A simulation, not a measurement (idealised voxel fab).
You're looking at the process module voxel released beams.
Cross-sectional view cut (width: 145 nm; square cell size: 5 nm).
When this document writes out a cross-section, it uses a grid of square cells and lists it as bands, beginning at the top and moving down, with a band standing for one or more rows of cells. Top height, bottom height, nm. Materials left to right, width each, nm. Single material + "full width" = fills band edge to edge. "empty" = empty. The reference from which all heights are counted is 0, the level beneath which the as-received wafer is entirely one material; the lowest band, having no lower bound, proceeds downward and is written after the example "0..down". So if you see something like "30 to 40" for the width, read it as the top row of the band sitting at the first number and the bottom row at the second, with every row in between moving by the same amount as the last. For the purposes of this document, the phrase "nothing altered" attached to a step denotes that no cell within the cross-section was modified by that step. Reported under the label "Unvented internal voids" are the empty spaces having no open way to the top and comprising 8 cells or more; the notation for each is width x height at distance, in which the distance is measured from the left edge and all three values are in nm. Past the settings on a step's line: simulator remark, on that step. overlay nm: step with mask; distance mask lay right of planned place; negative value = left of planned place.

[Listed below are the process steps as planned]
step 1: RECEIVE (material Si)
step 2: CONFORMAL_DEP (material Al2O3; thk nm 5)
step 3: DIRECTIONAL_DEP (material SiO2; thk nm 20)
step 4: MASKED_ETCH (tone open; mask id ANCHOR; width nm 45; etch materials SiO2; depth nm 20; overlay nm 0)
step 5: CONFORMAL_DEP (material polySi; thk nm 15)
step 6: MASKED_ETCH (tone cover; mask id BEAM; width nm 90; etch materials polySi; depth nm 15; overlay nm 0)
step 7: STRIP (etch materials SiO2)

[Cross-section, incoming material, after step 1]
> 0..down  Si full width
> Unvented internal voids: none

[Post-module cross-section of the first of two wafers (run per plan)]
> 40..25  empty (25)  polySi (20)  empty (15)  polySi (55)  empty (30)
> 25..20  empty (30)  polySi (15)  empty (15)  polySi (15)  empty (70)
> 20..5  empty (30)  polySi (45)  empty (70)
> 5..0  Al2O3 full width
> 0..down  Si full width
> Unvented internal voids: none

[Cross-sectional image of the second wafer of the two following completion of the module. Starting state and process plan were the same as for the first wafer; one execution error occurred]
> 40..25  empty (25)  polySi (90)  empty (30)
> 25..5  polySi full width
> 5..0  Al2O3 full width
> 0..down  Si full width
> Unvented internal voids: none
Heads up, the wafer didn't run the way we planned it: step 3 was run on a setting that differed from the plan, and what really ran there is DIRECTIONAL_DEP (material polySi; thk nm 20)
Upon completion, the second wafer contains, in terms of cells, a greater or smaller amount of certain materials than the first wafer: polySi: 92 more
